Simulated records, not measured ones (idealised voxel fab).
Documented hereafter: the process module known as voxel self aligned vias.
Cross-sectional view cut (width: 260 nm; square cell size: 5 nm).
Format of a cross-section: grid, square cells. Given as bands. Order: top down. Band: one or more rows of cells.
Basically the band line says how high the top is and how high the bottom is, in nm, and then what's in it from left to right, every material with its width in nm. Empty space shows up as "air", and if a single material carries "edge to edge" it runs the full band edge to edge.
Zero point of the height axis is 0; under it, received wafer = one material. Lowest band: continues down indefinitely, "top 0, no bottom".
The width entry "30->40" should be interpreted row by row: the top row of cells in the band takes the first number, the bottom row takes the second number, and the change between adjacent rows is uniform throughout.
For the purposes of this document, the phrase "nothing got changed" attached to a step denotes that no cell within the cross-section was modified by that step.
Reported under the label "Fully sealed cavities" are the empty spaces having no open way to the top and comprising 8 cells or more; the notation for each is width x height at distance, in which the distance is measured from the left edge and all three values are in nm.
Whatever follows a step's settings on its line is a remark the simulator itself makes about that step.
The setting "overlay nm" may be written on the line of a step. When the step uses a mask, the value reports how far to the right of the planned place the mask lay, and a negative value reports that it lay to the left.
**The steps planned for the process are as follows**
| 1 | RECEIVE: material Si |
| 2 | CONFORMAL_DEP: material SiO2, thk nm 15 |
| 3 | CONFORMAL_DEP: material SiCN, thk nm 5 |
| 4 | DIRECTIONAL_DEP: material lowk, thk nm 20 |
| 5 | PATTERN: tone open, mask id LINES, material resist, width nm 20, pitch nm 60, thk nm 15, overlay nm 0 |
| 6 | DIRECTIONAL_ETCH: etch materials lowk, depth nm 20 |
| 7 | STRIP: etch materials resist |
| 8 | CONFORMAL_DEP: material TiN, thk nm 5 |
| 9 | FILL_DEP: material Ru, thk nm 10 |
| 10 | CMP: height nm 40 |
| 11 | SELECTIVE_ETCH: etch materials W Ru TiN, depth nm 10 |
| 12 | FILL_DEP: material SiN, thk nm 5 |
| 13 | CMP: height nm 40 |
| 14 | DIRECTIONAL_DEP: material lowk, thk nm 20 |
| 15 | MASKED_ETCH: tone open, mask id VIAS, width nm 40, etch materials lowk, depth nm 20, overlay nm 0 |
| 16 | MASKED_ETCH: tone open, mask id VIAS, width nm 40, etch materials SiN, depth nm 10, overlay nm 0 |
| 17 | CONFORMAL_DEP: material TiN, thk nm 5 |
| 18 | FILL_DEP: material Cu, thk nm 10 |
| 19 | CMP: height nm 60 |
| 20 | CONFORMAL_DEP: material SiCN, thk nm 5 |
**Of two wafers, the first: run according to plan**
**Shown in cross-section is the wafer as received, that is, as it stands after step 1**
> top 0, no bottom: Si edge to edge
> Fully sealed cavities: none
**Presented here is a cross-section of the wafer after step 2 has been performed**
> top 15, bottom 0: SiO2 edge to edge
> Below 0 it's all the same as before, nothing changed down there.
**Presented here is a cross-section of the wafer after step 3 has been performed**
> top 20, bottom 15: SiCN edge to edge
> Below 15 it's all the same as before, nothing changed down there.
**Presented here is a cross-section of the wafer after step 4 has been performed**
> top 40, bottom 20: lowk edge to edge
> Below 20 it's all the same as before, nothing changed down there.
**Presented here is a cross-section of the wafer after step 5 has been performed**
> top 55, bottom 40: 90 nm resist, then 20 nm air, then 40 nm resist, then 20 nm air, then 90 nm resist
> Below 40 it's all the same as before, nothing changed down there.
**Presented here is a cross-section of the wafer after step 6 has been performed**
> top 55, bottom 40: 90 nm resist, then 20 nm air, then 40 nm resist, then 20 nm air, then 90 nm resist
> top 40, bottom 20: 90 nm lowk, then 20 nm air, then 40 nm lowk, then 20 nm air, then 90 nm lowk
> Below 20 it's all the same as before, nothing changed down there.
**Presented here is a cross-section of the wafer after step 7 has been performed**
> top 40, bottom 20: 90 nm lowk, then 20 nm air, then 40 nm lowk, then 20 nm air, then 90 nm lowk
> Below 20 it's all the same as before, nothing changed down there.
**Presented here is a cross-section of the wafer after step 8 has been performed**
> top 45, bottom 40: 95 nm TiN, then 10 nm air, then 50 nm TiN, then 10 nm air, then 95 nm TiN
> top 40, bottom 25: 90 nm lowk, then 5 nm TiN, then 10 nm air, then 5 nm TiN, then 40 nm lowk, then 5 nm TiN, then 10 nm air, then 5 nm TiN, then 90 nm lowk
> top 25, bottom 20: 90 nm lowk, then 20 nm TiN, then 40 nm lowk, then 20 nm TiN, then 90 nm lowk
> Below 20 it's all the same as before, nothing changed down there.
**Presented here is a cross-section of the wafer after step 9 has been performed**
> top 55, bottom 45: Ru edge to edge
> top 45, bottom 40: 95 nm TiN, then 10 nm Ru, then 50 nm TiN, then 10 nm Ru, then 95 nm TiN
> top 40, bottom 25: 90 nm lowk, then 5 nm TiN, then 10 nm Ru, then 5 nm TiN, then 40 nm lowk, then 5 nm TiN, then 10 nm Ru, then 5 nm TiN, then 90 nm lowk
> Below 25 it's all the same as before, nothing changed down there.
**Presented here is a cross-section of the wafer after step 10 has been performed**
> top 40, bottom 25: 90 nm lowk, then 5 nm TiN, then 10 nm Ru, then 5 nm TiN, then 40 nm lowk, then 5 nm TiN, then 10 nm Ru, then 5 nm TiN, then 90 nm lowk
> Below 25 it's all the same as before, nothing changed down there.
**Presented here is a cross-section of the wafer after step 11 has been performed**
> top 40, bottom 30: 90 nm lowk, then 20 nm air, then 40 nm lowk, then 20 nm air, then 90 nm lowk
> Below 30 it's all the same as before, nothing changed down there.
**Presented here is a cross-section of the wafer after step 12 has been performed**
> top 45, bottom 40: SiN edge to edge
> top 40, bottom 30: 90 nm lowk, then 20 nm SiN, then 40 nm lowk, then 20 nm SiN, then 90 nm lowk
> Below 30 it's all the same as before, nothing changed down there.
**Presented here is a cross-section of the wafer after step 13 has been performed**
> top 40, bottom 30: 90 nm lowk, then 20 nm SiN, then 40 nm lowk, then 20 nm SiN, then 90 nm lowk
> Below 30 it's all the same as before, nothing changed down there.
**Presented here is a cross-section of the wafer after step 14 has been performed**
> top 60, bottom 40: lowk edge to edge
> Below 40 it's all the same as before, nothing changed down there.
**Presented here is a cross-section of the wafer after step 15 has been performed**
> top 60, bottom 40: 80 nm lowk, then 40 nm air, then 140 nm lowk
> Below 40 it's all the same as before, nothing changed down there.
**Presented here is a cross-section of the wafer after step 16 has been performed**
> top 60, bottom 40: 80 nm lowk, then 40 nm air, then 140 nm lowk
> top 40, bottom 30: 90 nm lowk, then 20 nm air, then 40 nm lowk, then 20 nm SiN, then 90 nm lowk
> Below 30 it's all the same as before, nothing changed down there.
**Presented here is a cross-section of the wafer after step 17 has been performed**
> top 65, bottom 60: 85 nm TiN, then 30 nm air, then 145 nm TiN
> top 60, bottom 45: 80 nm lowk, then 5 nm TiN, then 30 nm air, then 5 nm TiN, then 140 nm lowk
> top 45, bottom 40: 80 nm lowk, then 15 nm TiN, then 10 nm air, then 15 nm TiN, then 140 nm lowk
> top 40, bottom 35: 90 nm lowk, then 5 nm TiN, then 10 nm air, then 5 nm TiN, then 40 nm lowk, then 20 nm SiN, then 90 nm lowk
> top 35, bottom 30: 90 nm lowk, then 20 nm TiN, then 40 nm lowk, then 20 nm SiN, then 90 nm lowk
> Below 30 it's all the same as before, nothing changed down there.
**Presented here is a cross-section of the wafer after step 18 has been performed**
> top 75, bottom 65: Cu edge to edge
> top 65, bottom 60: 85 nm TiN, then 30 nm Cu, then 145 nm TiN
> top 60, bottom 45: 80 nm lowk, then 5 nm TiN, then 30 nm Cu, then 5 nm TiN, then 140 nm lowk
> top 45, bottom 40: 80 nm lowk, then 15 nm TiN, then 10 nm Cu, then 15 nm TiN, then 140 nm lowk
> top 40, bottom 35: 90 nm lowk, then 5 nm TiN, then 10 nm Cu, then 5 nm TiN, then 40 nm lowk, then 20 nm SiN, then 90 nm lowk
> Below 35 it's all the same as before, nothing changed down there.
**Presented here is a cross-section of the wafer after step 19 has been performed**
> top 60, bottom 45: 80 nm lowk, then 5 nm TiN, then 30 nm Cu, then 5 nm TiN, then 140 nm lowk
> Below 45 it's all the same as before, nothing changed down there.
**Presented here is a cross-section of the wafer after step 20 has been performed**
> top 65, bottom 60: SiCN edge to edge
> Below 60 it's all the same as before, nothing changed down there.
**Second of two: same start, same plan, one run error; steps up to and including 9 match the first**
**Cross-section, second wafer, at the end time the plan gives for step 10**
> top 35, bottom 25: 90 nm lowk, then 5 nm TiN, then 10 nm Ru, then 5 nm TiN, then 40 nm lowk, then 5 nm TiN, then 10 nm Ru, then 5 nm TiN, then 90 nm lowk
> Below 25 it's all the same as before, nothing changed down there.
**Cross-section, second wafer, at the end time the plan gives for step 11**
> top 35, bottom 25: 90 nm lowk, then 20 nm air, then 40 nm lowk, then 20 nm air, then 90 nm lowk
> Below 25 it's all the same as before, nothing changed down there.
**Cross-section, second wafer, at the end time the plan gives for step 12**
> top 40, bottom 35: SiN edge to edge
> top 35, bottom 25: 90 nm lowk, then 20 nm SiN, then 40 nm lowk, then 20 nm SiN, then 90 nm lowk
> Below 25 it's all the same as before, nothing changed down there.
Cross-section, second wafer, at the end time the plan gives for step 13: nothing got changed
**Cross-section, second wafer, at the end time the plan gives for step 14**
> top 60, bottom 40: lowk edge to edge
> Below 40 it's all the same as before, nothing changed down there.
**Cross-section, second wafer, at the end time the plan gives for step 15**
> top 60, bottom 40: 80 nm lowk, then 40 nm air, then 140 nm lowk
> Below 40 it's all the same as before, nothing changed down there.
**Cross-section, second wafer, at the end time the plan gives for step 16**
> top 60, bottom 40: 80 nm lowk, then 40 nm air, then 140 nm lowk
> top 40, bottom 35: 80 nm SiN, then 40 nm air, then 140 nm SiN
> top 35, bottom 30: 90 nm lowk, then 20 nm air, then 40 nm lowk, then 20 nm SiN, then 90 nm lowk
> Below 30 it's all the same as before, nothing changed down there.
**Cross-section, second wafer, at the end time the plan gives for step 17**
> top 65, bottom 60: 85 nm TiN, then 30 nm air, then 145 nm TiN
> top 60, bottom 40: 80 nm lowk, then 5 nm TiN, then 30 nm air, then 5 nm TiN, then 140 nm lowk
> top 40, bottom 35: 80 nm SiN, then 15 nm TiN, then 10 nm air, then 15 nm TiN, then 140 nm SiN
> top 35, bottom 30: 90 nm lowk, then 20 nm TiN, then 40 nm lowk, then 20 nm SiN, then 90 nm lowk
> Below 30 it's all the same as before, nothing changed down there.
**Cross-section, second wafer, at the end time the plan gives for step 18**
> top 75, bottom 65: Cu edge to edge
> top 65, bottom 60: 85 nm TiN, then 30 nm Cu, then 145 nm TiN
> top 60, bottom 40: 80 nm lowk, then 5 nm TiN, then 30 nm Cu, then 5 nm TiN, then 140 nm lowk
> top 40, bottom 35: 80 nm SiN, then 15 nm TiN, then 10 nm Cu, then 15 nm TiN, then 140 nm SiN
> Below 35 it's all the same as before, nothing changed down there.
**Cross-section, second wafer, at the end time the plan gives for step 19**
> top 60, bottom 40: 80 nm lowk, then 5 nm TiN, then 30 nm Cu, then 5 nm TiN, then 140 nm lowk
> Below 40 it's all the same as before, nothing changed down there.
**Cross-section, second wafer, at the end time the plan gives for step 20**
> top 65, bottom 60: SiCN edge to edge
> Below 60 it's all the same as before, nothing changed down there.
It is concluded that the wafer was processed incorrectly with respect to the plan, in that note that step 10 departed from the planned setting and was carried out as CMP: height nm 35
Final wafer comparison in cells, second versus first, more or fewer per material: Cu +4 | Ru -4 | SiN +48 | TiN -4 | lowk -44
